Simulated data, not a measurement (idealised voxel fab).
Process module heading - voxel tone inversion
Square cell edge 5 nm, section width 175 nm, ID cut.
A cross-section is written here as square cells arranged in a grid, and it is given in bands from the top down, each band taking up one or more rows of cells. What a band's entry tells you: where the top is and where the bottom is, as heights in nm, and after that what lies inside, material by material from left to right, each with its width in nm. Empty space is written as the word "empty", and a single material marked with the word "all across" occupies the band from edge to edge. For the purposes of this specification, 0 denotes the height below which the wafer in its as-received condition is composed wholly of one material, and the lowermost band, lacking a lower limit, extends downward without end, as expressed in "z 0 and below". Per-row width for "30->40": begins at first number (top row of band), ends at second number (bottom row), increment between rows held constant. Basically "nothing was modified" means that step didn't change any cell in the cross-section. "Enclosed internal voids" specifies each empty space that is not open to the top and that occupies no fewer than 8 cells, using the form width x height at distance, the distance measured from the left edge and all three quantities in nm. On each step's line, the part that comes after the settings is the simulator's own comment on the step. Each step line may optionally specify "overlay nm", which for a step with a mask gives the rightward distance between the mask's planned place and where it lay, a negative value indicating the leftward direction.
The following list gives the planned process steps:
1 RECEIVE (material Si)
2 CONFORMAL_DEP (material SiCN; thk nm 5)
3 DIRECTIONAL_DEP (material aC; thk nm 25)
4 PATTERN (tone cover; mask id POSTS; material resist; width nm 20; pitch nm 40; thk nm 30; overlay nm 0)
5 DIRECTIONAL_ETCH (etch materials aC; depth nm 25)
6 STRIP (etch materials resist)
7 FILL_DEP (material lowk; thk nm 5)
8 CMP (height nm 30)
9 STRIP (etch materials aC)
The plan shows the depth nm of step 5 as the first wafer had it; this setting differs between the wafers, which start out alike.
Here's the first of the wafers in cross-section, just as we got it, i.e. after step 1:
	z 0 and below | Si all across
	Enclosed internal voids: none
Cross-section, first of several wafers, end of module, after last step 9:
	z 30 to 5 | lowk: 55  empty: 20  lowk: 20  empty: 20  lowk: 60
	z 5 to 0 | SiCN all across
	z 0 and below | Si all across
	Enclosed internal voids: none
Cross-sectional view of the final wafer of several at the module's end:
	z 30 to 25 | lowk all across
	z 25 to 5 | lowk: 55  aC: 20  lowk: 20  aC: 20  lowk: 60
	z 5 to 0 | SiCN all across
	z 0 and below | Si all across
	Enclosed internal voids: none
Per-wafer rows below. For each material: cells gained (+) or lost (-) since the wafer was received, as of end of module. Then: closed voids:
depth nm 25; +35 SiCN; +135 lowk; Enclosed internal voids: none
depth nm 30; +35 SiCN; +135 lowk; Enclosed internal voids: none
depth nm 35; +35 SiCN; +32 aC; +143 lowk; Enclosed internal voids: none
